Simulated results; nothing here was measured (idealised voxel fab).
process module | voxel wiring stack
cross-section cut | 270 nm wide | cells 5 nm
A cross-section is a grid of square cells, given in bands from the top down. A band is one or more rows of cells.
Each band's line starts with the height of the band's top and of its bottom, in nm. Then come its materials from left to right, each with its width in nm. One material with "throughout" fills the band from edge to edge. "air" is empty space.
Height 0 is the level under which the wafer as received is all one material. The lowest band goes on downwards, as in "0 down".
A width such as "30 to 40" changes by the same amount from each row of cells to the next, from the band's top row to its bottom row.
"no change" after a step means that no cell of the cross-section changed.
closed voids: empty space of 8 cells or more with no open way to the top, each as width x height at its distance from the left edge, in nm
after a step's settings: what the simulator itself notes on the step
overlay nm, on a step with a mask: how far to the right of its planned place the mask lay; to the left if negative
plan
1 op RECEIVE | material Si
2 op CONFORMAL_DEP | material SiO2 | thk nm 15
3 op CONFORMAL_DEP | material SiN | thk nm 5
4 op DIRECTIONAL_DEP | material lowk | thk nm 15
5 op PATTERN | tone open | mask id METAL_1 | material resist | width nm 30 | pitch nm 60 | thk nm 20 | overlay nm -15
6 op DIRECTIONAL_ETCH | etch materials lowk | depth nm 15
7 op DIRECTIONAL_ETCH | etch materials SiN | depth nm 5
8 op STRIP | etch materials resist
9 op CONFORMAL_DEP | material TiN | thk nm 5
10 op FILL_DEP | material Cu | thk nm 5
11 op CMP | height nm 35
12 op CONFORMAL_DEP | material SiCN | thk nm 5
13 op DIRECTIONAL_DEP | material lowk | thk nm 30
14 op DIRECTIONAL_DEP | material aC | thk nm 10
15 op PATTERN | tone open | mask id METAL_2 | material resist | width nm 30 | pitch nm 60 | thk nm 25 | overlay nm 0
16 op DIRECTIONAL_ETCH | etch materials aC | depth nm 10
17 op STRIP | etch materials resist
18 op DIRECTIONAL_ETCH | etch materials lowk | depth nm 20
19 op STRIP | etch materials aC
20 op MASKED_ETCH | tone open | mask id METAL_2_HOLES | width nm 15 | pitch nm 60 | etch materials lowk | depth nm 10 | overlay nm 0
21 op MASKED_ETCH | tone open | mask id METAL_2_HOLES | width nm 15 | pitch nm 60 | etch materials SiCN | depth nm 5 | overlay nm 0
22 op CONFORMAL_DEP | material TiN | thk nm 5
23 op FILL_DEP | material Cu | thk nm 5
24 op CMP | height nm 70
25 op CONFORMAL_DEP | material SiCN | thk nm 5
26 op DIRECTIONAL_DEP | material lowk | thk nm 30
27 op DIRECTIONAL_DEP | material aC | thk nm 10
28 op PATTERN | tone open | mask id METAL_3_HOLES | material resist | width nm 15 | pitch nm 120 | thk nm 25 | overlay nm 0
29 op DIRECTIONAL_ETCH | etch materials aC | depth nm 10
30 op STRIP | etch materials resist
31 op DIRECTIONAL_ETCH | etch materials lowk | depth nm 30
32 op STRIP | etch materials aC
33 op DIRECTIONAL_DEP | material aC | thk nm 10
34 op PATTERN | tone open | mask id METAL_3 | material resist | width nm 30 | pitch nm 60 | thk nm 25 | overlay nm 0
35 op DIRECTIONAL_ETCH | etch materials aC | depth nm 10
36 op STRIP | etch materials resist
37 op DIRECTIONAL_ETCH | etch materials lowk | depth nm 15
38 op DIRECTIONAL_ETCH | etch materials SiCN | depth nm 5
39 op STRIP | etch materials aC
40 op CONFORMAL_DEP | material TiN | thk nm 5
41 op FILL_DEP | material Cu | thk nm 5
42 op CMP | height nm 105
43 op CONFORMAL_DEP | material SiCN | thk nm 5
varied across the wafers: overlay nm of step 5. The plan shows the first wafer's value. All wafers start alike
first wafer as received, after step 1
  0 down: Si throughout
  closed voids: none
first wafer at the end, after step 43
  110 to 105: SiCN throughout
  105 to 95: lowk 30 | TiN 5 | Cu 20 | TiN 5 | lowk 30 | TiN 5 | Cu 20 | TiN 5 | lowk 30 | TiN 5 | Cu 20 | TiN 5 | lowk 30 | TiN 5 | Cu 20 | TiN 5 | lowk 30
  95 to 90: lowk 30 | TiN 5 | Cu 5 | TiN 20 | lowk 30 | TiN 30 | lowk 30 | TiN 5 | Cu 5 | TiN 20 | lowk 30 | TiN 30 | lowk 30
  90 to 75: lowk 30 | TiN 5 | Cu 5 | TiN 5 | lowk 105 | TiN 5 | Cu 5 | TiN 5 | lowk 105
  75 to 70: SiCN 30 | TiN 15 | SiCN 105 | TiN 15 | SiCN 105
  70 to 55: lowk 30 | TiN 5 | Cu 20 | TiN 5 | lowk 30 | TiN 5 | Cu 20 | TiN 5 | lowk 30 | TiN 5 | Cu 20 | TiN 5 | lowk 30 | TiN 5 | Cu 20 | TiN 5 | lowk 30
  55 to 50: lowk 30 | TiN 5 | Cu 5 | TiN 20 | lowk 30 | TiN 5 | Cu 5 | TiN 20 | lowk 30 | TiN 5 | Cu 5 | TiN 20 | lowk 30 | TiN 5 | Cu 5 | TiN 20 | lowk 30
  50 to 40: lowk 30 | TiN 5 | Cu 5 | TiN 5 | lowk 45 | TiN 5 | Cu 5 | TiN 5 | lowk 45 | TiN 5 | Cu 5 | TiN 5 | lowk 45 | TiN 5 | Cu 5 | TiN 5 | lowk 45
  40 to 35: SiCN 30 | TiN 15 | SiCN 45 | TiN 15 | SiCN 45 | TiN 15 | SiCN 45 | TiN 15 | SiCN 45
  35 to 20: lowk 15 | TiN 5 | Cu 20 | TiN 5 | lowk 30 | TiN 5 | Cu 20 | TiN 5 | lowk 30 | TiN 5 | Cu 20 | TiN 5 | lowk 30 | TiN 5 | Cu 20 | TiN 5 | lowk 45
  20 to 15: SiN 15 | TiN 30 | SiN 30 | TiN 30 | SiN 30 | TiN 30 | SiN 30 | TiN 30 | SiN 45
  15 to 0: SiO2 throughout
  0 down: Si throughout
  closed voids: none
last wafer at the end
  110 to 105: SiCN throughout
  105 to 95: lowk 30 | TiN 5 | Cu 20 | TiN 5 | lowk 30 | TiN 5 | Cu 20 | TiN 5 | lowk 30 | TiN 5 | Cu 20 | TiN 5 | lowk 30 | TiN 5 | Cu 20 | TiN 5 | lowk 30
  95 to 90: lowk 30 | TiN 5 | Cu 5 | TiN 20 | lowk 30 | TiN 30 | lowk 30 | TiN 5 | Cu 5 | TiN 20 | lowk 30 | TiN 30 | lowk 30
  90 to 75: lowk 30 | TiN 5 | Cu 5 | TiN 5 | lowk 105 | TiN 5 | Cu 5 | TiN 5 | lowk 105
  75 to 70: SiCN 30 | TiN 15 | SiCN 105 | TiN 15 | SiCN 105
  70 to 55: lowk 30 | TiN 5 | Cu 20 | TiN 5 | lowk 30 | TiN 5 | Cu 20 | TiN 5 | lowk 30 | TiN 5 | Cu 20 | TiN 5 | lowk 30 | TiN 5 | Cu 20 | TiN 5 | lowk 30
  55 to 50: lowk 30 | TiN 5 | Cu 5 | TiN 20 | lowk 30 | TiN 5 | Cu 5 | TiN 20 | lowk 30 | TiN 5 | Cu 5 | TiN 20 | lowk 30 | TiN 5 | Cu 5 | TiN 20 | lowk 30
  50 to 40: lowk 30 | TiN 5 | Cu 5 | TiN 5 | lowk 45 | TiN 5 | Cu 5 | TiN 5 | lowk 45 | TiN 5 | Cu 5 | TiN 5 | lowk 45 | TiN 5 | Cu 5 | TiN 5 | lowk 45
  40 to 35: SiCN 30 | TiN 15 | SiCN 45 | TiN 15 | SiCN 45 | TiN 15 | SiCN 45 | TiN 15 | SiCN 45
  35 to 20: lowk 45 | TiN 5 | Cu 20 | TiN 5 | lowk 30 | TiN 5 | Cu 20 | TiN 5 | lowk 30 | TiN 5 | Cu 20 | TiN 5 | lowk 30 | TiN 5 | Cu 20 | TiN 5 | lowk 15
  20 to 15: SiN 45 | TiN 30 | SiN 30 | TiN 30 | SiN 30 | TiN 30 | SiN 30 | TiN 30 | SiN 15
  15 to 0: SiO2 throughout
  0 down: Si throughout
  closed voids: none
each wafer at the end: cells of each material gained (+) or lost (-) since it was received, then its closed voids
overlay nm -15 | +148 Cu | +144 SiCN | +30 SiN | +162 SiO2 | +176 TiN | +528 lowk | closed voids: none
overlay nm -10 | +148 Cu | +144 SiCN | +30 SiN | +162 SiO2 | +176 TiN | +528 lowk | closed voids: none
overlay nm -5 | +148 Cu | +144 SiCN | +30 SiN | +162 SiO2 | +176 TiN | +528 lowk | closed voids: none
overlay nm 0 | +148 Cu | +144 SiCN | +30 SiN | +162 SiO2 | +176 TiN | +528 lowk | closed voids: none
overlay nm 5 | +148 Cu | +144 SiCN | +30 SiN | +162 SiO2 | +176 TiN | +528 lowk | closed voids: none
overlay nm 10 | +148 Cu | +144 SiCN | +30 SiN | +162 SiO2 | +176 TiN | +528 lowk | closed voids: none
overlay nm 15 | +148 Cu | +144 SiCN | +30 SiN | +162 SiO2 | +176 TiN | +528 lowk | closed voids: none
